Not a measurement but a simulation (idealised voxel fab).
process module | voxel air gaps
cross-section cut | 265 nm wide | cells 5 nm
A cross-section is a grid of square cells, given in bands from the top down. A band is one or more rows of cells.
Each band's line starts with the height of the band's top and of its bottom, in nm. Then come its materials from left to right, each with its width in nm. One material with "throughout" fills the band from edge to edge. "air" is empty space.
Height 0 is the level under which the wafer as received is all one material. The lowest band goes on downwards, as in "0 down".
A width such as "30 to 40" changes by the same amount from each row of cells to the next, from the band's top row to its bottom row.
"no change" after a step means that no cell of the cross-section changed.
closed voids: empty space of 8 cells or more with no open way to the top, each as width x height at its distance from the left edge, in nm
after a step's settings: what the simulator itself notes on the step
overlay nm, on a step with a mask: how far to the right of its planned place the mask lay; to the left if negative
plan
1 op RECEIVE | material Si
2 op CONFORMAL_DEP | material SiO2 | thk nm 15
3 op CONFORMAL_DEP | material SiN | thk nm 5
4 op DIRECTIONAL_DEP | material SiO2 | thk nm 40
5 op DIRECTIONAL_DEP | material aC | thk nm 15
6 op PATTERN | tone open | mask id LINES | material resist | width nm 25 | pitch nm 55 | thk nm 35 | overlay nm 0
7 op DIRECTIONAL_ETCH | etch materials aC | depth nm 15
8 op STRIP | etch materials resist
9 op DIRECTIONAL_ETCH | etch materials SiO2 | depth nm 40
10 op STRIP | etch materials aC
11 op CONFORMAL_DEP | material TiN | thk nm 5
12 op FILL_DEP | material W | thk nm 10
13 op CMP | height nm 60
14 op EPI | material Ru | thk nm 10
15 op SELECTIVE_ETCH | etch materials SiO2 | depth nm 50
16 op CONFORMAL_DEP | material SiCN | thk nm 5
as received, after step 1
  0 down: Si throughout
  closed voids: none
first wafer at the end, as planned
  75 to 70: air 20 | SiCN 220 | air 25
  70 to 60: air 20 | SiCN 5 | Ru 45 | SiCN 10 | Ru 45 | SiCN 10 | Ru 45 | SiCN 10 | Ru 45 | SiCN 5 | air 25
  60 to 55: air 20 | SiCN 15 | TiN 5 | W 15 | TiN 5 | SiCN 30 | TiN 5 | W 15 | TiN 5 | SiCN 30 | TiN 5 | W 15 | TiN 5 | SiCN 30 | TiN 5 | W 15 | TiN 5 | SiCN 15 | air 25
  55 to 25: air 30 | SiCN 5 | TiN 5 | W 15 | TiN 5 | SiCN 5 | air 20 | SiCN 5 | TiN 5 | W 15 | TiN 5 | SiCN 5 | air 20 | SiCN 5 | TiN 5 | W 15 | TiN 5 | SiCN 5 | air 20 | SiCN 5 | TiN 5 | W 15 | TiN 5 | SiCN 5 | air 35
  25 to 20: SiCN 35 | TiN 25 | SiCN 30 | TiN 25 | SiCN 30 | TiN 25 | SiCN 30 | TiN 25 | SiCN 40
  20 to 15: SiN throughout
  15 to 0: SiO2 throughout
  0 down: Si throughout
  closed voids: 20 x 30 at 65; 20 x 30 at 120; 20 x 30 at 175
second wafer at the end: like start, like plan, one mistake
  75 to 70: air 25 | SiCN 45 | air 10 | SiCN 45 | air 10 | SiCN 45 | air 10 | SiCN 45 | air 30
  70 to 60: air 25 | SiCN 5 | Ru 35 | SiCN 5 | air 10 | SiCN 5 | Ru 35 | SiCN 5 | air 10 | SiCN 5 | Ru 35 | SiCN 5 | air 10 | SiCN 5 | Ru 35 | SiCN 5 | air 30
  60 to 55: air 25 | SiCN 15 | TiN 5 | W 5 | TiN 5 | SiCN 15 | air 10 | SiCN 15 | TiN 5 | W 5 | TiN 5 | SiCN 15 | air 10 | SiCN 15 | TiN 5 | W 5 | TiN 5 | SiCN 15 | air 10 | SiCN 15 | TiN 5 | W 5 | TiN 5 | SiCN 15 | air 30
  55 to 25: air 35 | SiCN 5 | TiN 5 | W 5 | TiN 5 | SiCN 5 | air 30 | SiCN 5 | TiN 5 | W 5 | TiN 5 | SiCN 5 | air 30 | SiCN 5 | TiN 5 | W 5 | TiN 5 | SiCN 5 | air 30 | SiCN 5 | TiN 5 | W 5 | TiN 5 | SiCN 5 | air 40
  25 to 20: SiCN 40 | TiN 15 | SiCN 40 | TiN 15 | SiCN 40 | TiN 15 | SiCN 40 | TiN 15 | SiCN 45
  20 to 15: SiN throughout
  15 to 0: SiO2 throughout
  0 down: Si throughout
  closed voids: none
what went wrong: step 6 ran as: op PATTERN | tone open | mask id LINES | material resist | width nm 15 | pitch nm 55 | thk nm 35 | overlay nm 0
at the end the second wafer has, in cells: 16 fewer of Ru | 8 fewer of TiN | 56 fewer of W
closed voids at the end (first wafer, second wafer): 3, 0
